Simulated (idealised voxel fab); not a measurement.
The process module presented herein is designated voxel lift off.
The cross-section shown here is cut; it is 285 nm wide and divided into square cells measuring 5 nm on a side.
When this document writes out a cross-section, it uses a grid of square cells and lists it as bands, beginning at the top and moving down, with a band standing for one or more rows of cells.
Look at the band entry: it leads with the top's height and the bottom's height in nm. Then it lists the materials left to right, with a width in nm for each. The word "edge to edge" on a single material says that material fills the band edge to edge. The word "blank" is empty space.
Heads up on the height convention: 0 is the point under which the incoming wafer is all one material, and the lowest band has no bottom, it just keeps going down, like "0 and below".
Think of "30 to 40" as a width that walks from the first number to the second as you go down the band, top row to bottom row, taking equal-sized steps from row to row.
What does "nothing was modified" mean for a step? It means no cell of the cross-section changed in that step.
Entry "Closed void table" = empty spaces >= 8 cells with no open way to the top; each as width x height at distance, distance from left edge, all nm.
Whatever follows a step's settings on its line is a remark the simulator itself makes about that step.
The line of a step may include "overlay nm". On a step with a mask, this value is how far to the right of its planned place the mask lay. A negative value means the mask lay to the left.

Process steps foreseen in the plan:
- 1: RECEIVE [material Si]
- 2: CONFORMAL_DEP [material SiO2] [thk nm 15]
- 3: PATTERN [tone open] [mask id LINES] [material resist] [width nm 20] [pitch nm 35] [thk nm 30] [overlay nm 0]
- 4: DIRECTIONAL_DEP [material Ru] [thk nm 15]
- 5: STRIP [etch materials resist]
- 6: CONFORMAL_DEP [material SiN] [thk nm 5]
The wafers are alike at the start. At step 6, their thk nm differs. The plan lists the first wafer's value.

As-received state after step 1, first of several wafers, cross-section:
> 0 and below | Si edge to edge
> Closed void table: none

Per wafer, end of module: cells gained (+) or lost (-) per material since receipt, then closed voids:
thk nm 5, +36 Ru, +75 SiN, +171 SiO2, Closed void table: none
thk nm 10, +36 Ru, +144 SiN, +171 SiO2, Closed void table: none
thk nm 15, +36 Ru, +207 SiN, +171 SiO2, Closed void table: none
thk nm 20, +36 Ru, +270 SiN, +171 SiO2, Closed void table: none
thk nm 25, +36 Ru, +333 SiN, +171 SiO2, Closed void table: none
